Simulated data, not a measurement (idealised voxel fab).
Process module heading - voxel gate over fins
The figure presents cross-section cut, which has a width of 165 nm and is divided into square cells with an edge length of 5 nm.
A cross-section in this document is a grid of square cells, and it is written down as bands, the top band listed before the ones below it; a band is made up of one or more rows of cells.
Per band: top height and bottom height in nm, followed by the left-to-right materials and their widths in nm; "throughout" marks a single material spanning edge to edge, "empty" marks empty space.
Note: height 0 marks the level under which the wafer is uniformly one material as received. Lowest band unbounded below, written "0 -> down".
Note: "30 to 40" means the width goes from the first number (top row of the band) to the second number (bottom row) in equal steps per row of cells.
Basically "remained unchanged" means that step didn't change any cell in the cross-section.
Closed-off voids of 8+ cells (no open route to the top) go in "Closed internal voids", written width x height at distance from the left edge, in nm.
It should be noted that, on the line of a given step, the content following the step's settings is a remark produced by the simulator itself with respect to that step.
Steps that use a mask can have "overlay nm" on their line. It says how far the mask sat to the right of where it was meant to be. Negative means to the left.
### Steps in the process plan
| 1 | RECEIVE [material Si] |
| 2 | CONFORMAL_DEP [material SiN] [thk nm 5] |
| 3 | MASKED_ETCH [tone cover] [mask id FINS] [width nm 15] [pitch nm 45] [etch materials SiN] [depth nm 5] [overlay nm 0] |
| 4 | MASKED_ETCH [tone cover] [mask id FINS] [width nm 15] [pitch nm 45] [etch materials Si] [depth nm 30] [overlay nm 0] |
| 5 | OXIDIZE [depth nm 5] |
| 6 | FILL_DEP [material SiO2] [thk nm 10] |
| 7 | CMP [height nm 5] |
| 8 | SELECTIVE_ETCH [etch materials SiO2] [depth nm 20] |
| 9 | STRIP [etch materials SiN] |
| 10 | CONFORMAL_DEP [material HfO2] [thk nm 5] |
| 11 | CONFORMAL_DEP [material TiN] [thk nm 5] |
| 12 | FILL_DEP [material W] [thk nm 15] |
| 13 | CMP [height nm 20] |
| 14 | CONFORMAL_DEP [material SiN] [thk nm 10] |
varied across the wafers: width nm of step 4. The plan shows the first wafer's value. All wafers start alike
### First of several wafers, received after step 1, in cross-section
> 0 -> down = Si throughout
> Closed internal voids: none
### Wafer cross-section (first of several) - module end, post step 14 (last step)
> 30 -> 20 = SiN throughout
> 20 -> 10 = W throughout
> 10 -> 5 = W (25) / TiN (25) / W (20) / TiN (25) / W (20) / TiN (25) / W (25)
> 5 -> 0 = W (25) / TiN (5) / HfO2 (15) / TiN (5) / W (20) / TiN (5) / HfO2 (15) / TiN (5) / W (20) / TiN (5) / HfO2 (15) / TiN (5) / W (25)
> 0 -> -5 = W (25) / TiN (5) / HfO2 (5) / Si (5) / HfO2 (5) / TiN (5) / W (20) / TiN (5) / HfO2 (5) / Si (5) / HfO2 (5) / TiN (5) / W (20) / TiN (5) / HfO2 (5) / Si (5) / HfO2 (5) / TiN (5) / W (25)
> -5 -> -10 = TiN (30) / HfO2 (5) / Si (5) / HfO2 (5) / TiN (30) / HfO2 (5) / Si (5) / HfO2 (5) / TiN (30) / HfO2 (5) / Si (5) / HfO2 (5) / TiN (30)
> -10 -> -15 = HfO2 (35) / Si (5) / HfO2 (40) / Si (5) / HfO2 (40) / Si (5) / HfO2 (35)
> -15 -> -35 = SiO2 (35) / Si (5) / SiO2 (40) / Si (5) / SiO2 (40) / Si (5) / SiO2 (35)
> -35 -> down = Si throughout
> Closed internal voids: none
### Cross-sectional depiction of the last of several wafers upon completion of the module
> 30 -> 20 = SiN throughout
> 20 -> 10 = W throughout
> 10 -> 5 = W (25) / TiN (25) / W (20) / TiN (25) / W (20) / TiN (25) / W (25)
> 5 -> 0 = W (20) / TiN (10) / HfO2 (15) / TiN (15) / W (5) / TiN (10) / HfO2 (15) / TiN (15) / W (5) / TiN (10) / HfO2 (15) / TiN (15) / W (15)
> 0 -> -5 = W (20) / TiN (5) / HfO2 (10) / Si (5) / HfO2 (15) / TiN (5) / W (5) / TiN (5) / HfO2 (10) / Si (5) / HfO2 (15) / TiN (5) / W (5) / TiN (5) / HfO2 (10) / Si (5) / HfO2 (15) / TiN (5) / W (15)
> -5 -> -10 = TiN (25) / HfO2 (5) / Si (20) / HfO2 (5) / TiN (15) / HfO2 (5) / Si (20) / HfO2 (5) / TiN (15) / HfO2 (5) / Si (20) / HfO2 (5) / TiN (20)
> -10 -> -15 = HfO2 (30) / Si (20) / HfO2 (25) / Si (20) / HfO2 (25) / Si (20) / HfO2 (25)
> -15 -> -35 = SiO2 (30) / Si (20) / SiO2 (25) / Si (20) / SiO2 (25) / Si (20) / SiO2 (25)
> -35 -> down = Si throughout
> Closed internal voids: none
### The table below has one row for each wafer; a row shows, as of the end of the module, how many cells of each material the wafer has gained, marked (+), or lost, marked (-), since it was received, and then the wafer's closed voids
width nm 15, +51 HfO2, -210 Si, +66 SiN, +120 SiO2, +51 TiN, +120 W, Closed internal voids: none
width nm 20, +51 HfO2, -192 Si, +66 SiN, +108 SiO2, +51 TiN, +114 W, Closed internal voids: none
width nm 25, +51 HfO2, -174 Si, +66 SiN, +96 SiO2, +51 TiN, +108 W, Closed internal voids: none
width nm 30, +51 HfO2, -156 Si, +66 SiN, +84 SiO2, +51 TiN, +102 W, Closed internal voids: none
